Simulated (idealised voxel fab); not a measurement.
The process module presented herein is designated voxel air gaps.
The width of the displayed cross-section, cut, is 250 nm; its cells are square, with a size of 5 nm.
A cross-section is written here as square cells arranged in a grid, and it is given in bands from the top down, each band taking up one or more rows of cells. Band entry format. Leading values: height of top, height of bottom, nm. Remainder: materials in left-to-right order, each with its width in nm. Special words: "everywhere" on a single material, which then fills the band edge to edge; "air", empty space. For the purposes of this specification, 0 denotes the height below which the wafer in its as-received condition is composed wholly of one material, and the lowermost band, lacking a lower limit, extends downward without end, as expressed in "top 0, no bottom". You'd read "30..40" like this: the band's top row of cells is as wide as the first number, its bottom row is as wide as the second, and going down, every row changes width by the same amount as the row before did. Reading "remains unaltered" for a step: not a cell of the cross-section changed in it. Heads up: "Completely sealed voids" only lists the empty pockets with no open path to the top that are 8 cells or more, and it writes them as width x height at distance, distance from the left edge, in nm. Step line, after settings: the simulator's comment on this step. What "overlay nm" on a step's line means: if the step has a mask, that mask lay this far to the right of its planned place, or, when the value is negative, to the left.
Here's what the planned process steps look like
1. RECEIVE with material Si
2. CONFORMAL_DEP with material SiO2, thk nm 10
3. CONFORMAL_DEP with material SiN, thk nm 5
4. DIRECTIONAL_DEP with material SiO2, thk nm 35
5. DIRECTIONAL_DEP with material aC, thk nm 10
6. PATTERN with tone open, mask id LINES, material resist, width nm 15, pitch nm 45, thk nm 25, overlay nm 0
7. DIRECTIONAL_ETCH with etch materials aC, depth nm 10
8. STRIP with etch materials resist
9. DIRECTIONAL_ETCH with etch materials SiO2, depth nm 35
10. STRIP with etch materials aC
11. CONFORMAL_DEP with material TiN, thk nm 5
12. FILL_DEP with material W, thk nm 5
13. CMP with height nm 50
14. EPI with material Ru, thk nm 10
15. SELECTIVE_ETCH with etch materials SiO2, depth nm 45
16. CONFORMAL_DEP with material SiN, thk nm 5
Cross-section of the incoming wafer, state after step 1
  top 0, no bottom | Si everywhere
  Completely sealed voids: none
Post-module cross-section of the first of two wafers (run per plan)
  top 65, bottom 60 | 55 of air; 135 of SiN; 60 of air
  top 60, bottom 50 | 55 of air; 5 of SiN; 35 of Ru; 10 of SiN; 35 of Ru; 10 of SiN; 35 of Ru; 5 of SiN; 60 of air
  top 50, bottom 45 | 55 of air; 15 of SiN; 5 of TiN; 5 of W; 5 of TiN; 30 of SiN; 5 of TiN; 5 of W; 5 of TiN; 30 of SiN; 5 of TiN; 5 of W; 5 of TiN; 15 of SiN; 60 of air
  top 45, bottom 20 | 65 of air; 5 of SiN; 5 of TiN; 5 of W; 5 of TiN; 5 of SiN; 20 of air; 5 of SiN; 5 of TiN; 5 of W; 5 of TiN; 5 of SiN; 20 of air; 5 of SiN; 5 of TiN; 5 of W; 5 of TiN; 5 of SiN; 70 of air
  top 20, bottom 15 | 70 of SiN; 15 of TiN; 30 of SiN; 15 of TiN; 30 of SiN; 15 of TiN; 75 of SiN
  top 15, bottom 10 | SiN everywhere
  top 10, bottom 0 | SiO2 everywhere
  top 0, no bottom | Si everywhere
  Completely sealed voids: 20 x 25 at 90; 20 x 25 at 135
Second wafer through the module, sectioned at the end: same beginning and same plan as the first wafer, with one mistake in carrying it out
  top 75, bottom 70 | 45 of air; 155 of SiN; 50 of air
  top 70, bottom 50 | 45 of air; 5 of SiN; 145 of Ru; 5 of SiN; 50 of air
  top 50, bottom 45 | 45 of air; 25 of SiN; 5 of TiN; 5 of W; 5 of TiN; 30 of SiO2; 5 of TiN; 5 of W; 5 of TiN; 30 of SiO2; 5 of TiN; 5 of W; 5 of TiN; 25 of SiN; 50 of air
  top 45, bottom 20 | 65 of air; 5 of SiN; 5 of TiN; 5 of W; 5 of TiN; 30 of SiO2; 5 of TiN; 5 of W; 5 of TiN; 30 of SiO2; 5 of TiN; 5 of W; 5 of TiN; 5 of SiN; 70 of air
  top 20, bottom 15 | 70 of SiN; 15 of TiN; 30 of SiO2; 15 of TiN; 30 of SiO2; 15 of TiN; 75 of SiN
  top 15, bottom 10 | SiN everywhere
  top 10, bottom 0 | SiO2 everywhere
  top 0, no bottom | Si everywhere
  Completely sealed voids: none
Plan not followed: plan step 14 was conducted twice
At the finish, the second wafer shows more or fewer cells for some materials than the first does: +74 Ru, -40 SiN, +84 SiO2
Note - end result: 2 closed voids (first wafer), 0 closed voids (second wafer).
